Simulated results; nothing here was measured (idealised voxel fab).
Herein follows the process module entitled voxel double patterning.
The figure presents cross-section cut, which has a width of 160 nm and is divided into square cells with an edge length of 5 nm.
If you're reading a cross-section in this doc, picture square cells in a grid; it comes to you as bands, top ones listed first down to the bottom, and a band can be one or more rows of cells. For a band, the entry starts with two heights in nm, that of the top and then that of the bottom, and carries on with the band's materials in order from left to right, each alongside its width in nm; the word "full width" beside a single material means it fills the band edge to edge, and "blank" means empty space. Heights from 0 (as-received wafer is one material below). Bottom band endless downward, as "top 0, no bottom". Per-row width for "30 to 40": begins at first number (top row of band), ends at second number (bottom row), increment between rows held constant. It should be understood that the words "nothing was modified", when stated for a given step, signify that the cross-section underwent no change in any of its cells during that step. Empty spaces counting at least 8 cells and having no open way to the top are listed in "Voids lacking openings". The notation width x height at distance is used for each, the distance being from the left edge and all three values in nm. What comes after the settings on a step's line is commentary from the simulator itself on that step. Each step line may optionally specify "overlay nm", which for a step with a mask gives the rightward distance between the mask's planned place and where it lay, a negative value indicating the leftward direction.
## Here's what the planned process steps look like
1. RECEIVE | material Si
2. CONFORMAL_DEP | material SiN | thk nm 5
3. DIRECTIONAL_DEP | material SiO2 | thk nm 20
4. DIRECTIONAL_DEP | material SiCN | thk nm 5
5. DIRECTIONAL_DEP | material aC | thk nm 15
6. PATTERN | tone open | mask id FIRST | material resist | width nm 15 | pitch nm 50 | thk nm 30 | overlay nm 0
7. DIRECTIONAL_ETCH | etch materials aC | depth nm 15
8. STRIP | etch materials resist
9. DIRECTIONAL_ETCH | etch materials SiCN | depth nm 5
10. STRIP | etch materials aC
11. DIRECTIONAL_DEP | material aC | thk nm 10
12. PATTERN | tone open | mask id SECOND | material resist | width nm 15 | thk nm 25 | overlay nm 0
13. DIRECTIONAL_ETCH | etch materials aC | depth nm 10
14. STRIP | etch materials resist
15. DIRECTIONAL_ETCH | etch materials SiCN | depth nm 5
16. STRIP | etch materials aC
17. DIRECTIONAL_ETCH | etch materials SiO2 | depth nm 20
18. STRIP | etch materials SiCN
## Shown in cross-section is the wafer as received, that is, as it stands after step 1
	top 0, no bottom | Si full width
	Voids lacking openings: none
## Here's the wafer cut in cross-section after the module, started and planned just like above, except one thing was done wrong in the run
	top 25, bottom 5 | 55 of SiO2 / 30 of blank / 20 of SiO2 / 15 of blank / 40 of SiO2
	top 5, bottom 0 | SiN full width
	top 0, no bottom | Si full width
	Voids lacking openings: none
The mistake made against the process plan was this: step 6 went in with a setting other than planned; the actual run was PATTERN | tone open | mask id FIRST | material resist | width nm 15 | pitch nm 50 | thk nm 30 | overlay nm 10
